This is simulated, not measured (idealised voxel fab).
The following process module bears the name voxel wiring stack.
Section shown: cut. Width: 225 nm. Cell size: 5 nm, square.
Think of the cross-section as a grid of square cells. We describe it in bands, top to bottom, and each band covers one or more rows of those cells.
It is stipulated that each band's entry specify, in nanometres, the height of the top of the band and then that of its bottom, followed by the materials of the band in left-to-right sequence, each together with its width in nanometres. A single material marked by the word "all across" is understood to fill the band from edge to edge; the word "air" is understood to denote empty space.
The reference from which all heights are counted is 0, the level beneath which the as-received wafer is entirely one material; the lowest band, having no lower bound, proceeds downward and is written after the example "0..down".
Read "30 to 40" as a graded width: first number on top, second number at the bottom, same change between each pair of neighbouring rows.
When a step is marked "stayed the same", none of the cells in the cross-section changed during that step.
Empty spaces without an open route to the top, at least 8 cells in extent, make up the entry "Sealed void list"; each is given as width x height at distance, where the distance is measured from the left edge, and all are in nm.
Text after the settings on a step's line: the simulator's own remark on that step.
Among the settings permitted on a step's line is "overlay nm"; applied to a step with a mask, it specifies the extent to which the mask lay to the right of its planned position, whereas a negative figure signifies a position to the left.

These are the steps we planned for the process:
1. RECEIVE,material Si
2. CONFORMAL_DEP,material SiO2,thk nm 15
3. CONFORMAL_DEP,material SiCN,thk nm 5
4. DIRECTIONAL_DEP,material lowk,thk nm 20
5. DIRECTIONAL_DEP,material aC,thk nm 10
6. PATTERN,tone open,mask id METAL_1,material resist,width nm 20,pitch nm 35,thk nm 30,overlay nm 0
7. DIRECTIONAL_ETCH,etch materials aC,depth nm 10
8. STRIP,etch materials resist
9. DIRECTIONAL_ETCH,etch materials lowk,depth nm 20
10. DIRECTIONAL_ETCH,etch materials SiCN,depth nm 5
11. STRIP,etch materials aC
12. CONFORMAL_DEP,material TiN,thk nm 5
13. FILL_DEP,material Cu,thk nm 10
14. CMP,height nm 40
15. CONFORMAL_DEP,material SiCN,thk nm 5
16. DIRECTIONAL_DEP,material lowk,thk nm 30
17. PATTERN,tone open,mask id METAL_2,material resist,width nm 20,pitch nm 35,thk nm 20,overlay nm 0
18. DIRECTIONAL_ETCH,etch materials lowk,depth nm 15
19. STRIP,etch materials resist
20. PATTERN,tone open,mask id METAL_2_HOLES,material resist,width nm 15,pitch nm 35,thk nm 15,overlay nm 0
21. DIRECTIONAL_ETCH,etch materials lowk,depth nm 15
22. DIRECTIONAL_ETCH,etch materials SiCN,depth nm 5
23. STRIP,etch materials resist
24. CONFORMAL_DEP,material TiN,thk nm 5
25. FILL_DEP,material Ru,thk nm 10
26. CMP,height nm 75
27. CONFORMAL_DEP,material SiCN,thk nm 5
28. DIRECTIONAL_DEP,material lowk,thk nm 25
29. MASKED_ETCH,tone open,mask id METAL_3,width nm 20,pitch nm 35,etch materials lowk,depth nm 15,overlay nm 0
30. PATTERN,tone open,mask id METAL_3_HOLES,material resist,width nm 15,pitch nm 70,thk nm 15,overlay nm 0
31. DIRECTIONAL_ETCH,etch materials lowk,depth nm 10
32. DIRECTIONAL_ETCH,etch materials SiCN,depth nm 5
33. STRIP,etch materials resist
34. CONFORMAL_DEP,material TiN,thk nm 5
35. FILL_DEP,material Ru,thk nm 10
36. CMP,height nm 105
37. CONFORMAL_DEP,material SiCN,thk nm 5

Shown in cross-section is the wafer as received, that is, as it stands after step 1:
- 0..down = Si all across
- Sealed void list: none

Look at the cross-section after the module: the wafer started out the way shown above and the plan was the one shown above, yet one mistake was made along the way:
- 110..105 = SiCN all across
- 105..95 = lowk=65, TiN=5, Ru=10, TiN=5, lowk=15, TiN=5, Ru=10, TiN=5, lowk=15, TiN=5, Ru=10, TiN=5, lowk=70
- 95..90 = lowk=65, TiN=5, Ru=5, TiN=10, lowk=15, TiN=20, lowk=15, TiN=5, Ru=5, TiN=10, lowk=70
- 90..80 = lowk=65, TiN=5, Ru=5, TiN=5, lowk=55, TiN=5, Ru=5, TiN=5, lowk=75
- 80..75 = SiCN=65, TiN=15, SiCN=55, TiN=15, SiCN=75
- 75..65 = lowk=65, aC=5, Ru=10, aC=5, lowk=15, aC=5, Ru=10, aC=5, lowk=15, aC=5, Ru=10, aC=5, lowk=70
- 65..60 = lowk=65, aC=5, Ru=5, aC=10, lowk=15, aC=5, Ru=5, aC=10, lowk=15, aC=5, Ru=5, aC=10, lowk=70
- 60..45 = lowk=65, aC=5, Ru=5, aC=5, lowk=20, aC=5, Ru=5, aC=5, lowk=20, aC=5, Ru=5, aC=5, lowk=75
- 45..40 = SiCN=65, aC=15, SiCN=20, aC=15, SiCN=20, aC=15, SiCN=75
- 40..20 = lowk=65, TiN=5, Cu=10, TiN=5, lowk=15, TiN=5, Cu=10, TiN=5, lowk=15, TiN=5, Cu=10, TiN=5, lowk=70
- 20..15 = SiCN=65, TiN=20, SiCN=15, TiN=20, SiCN=15, TiN=20, SiCN=70
- 15..0 = SiO2 all across
- 0..down = Si all across
- Sealed void list: none
Plan not followed: step 24 ran with different settings than intended, the actual operation and settings being CONFORMAL_DEP,material aC,thk nm 5
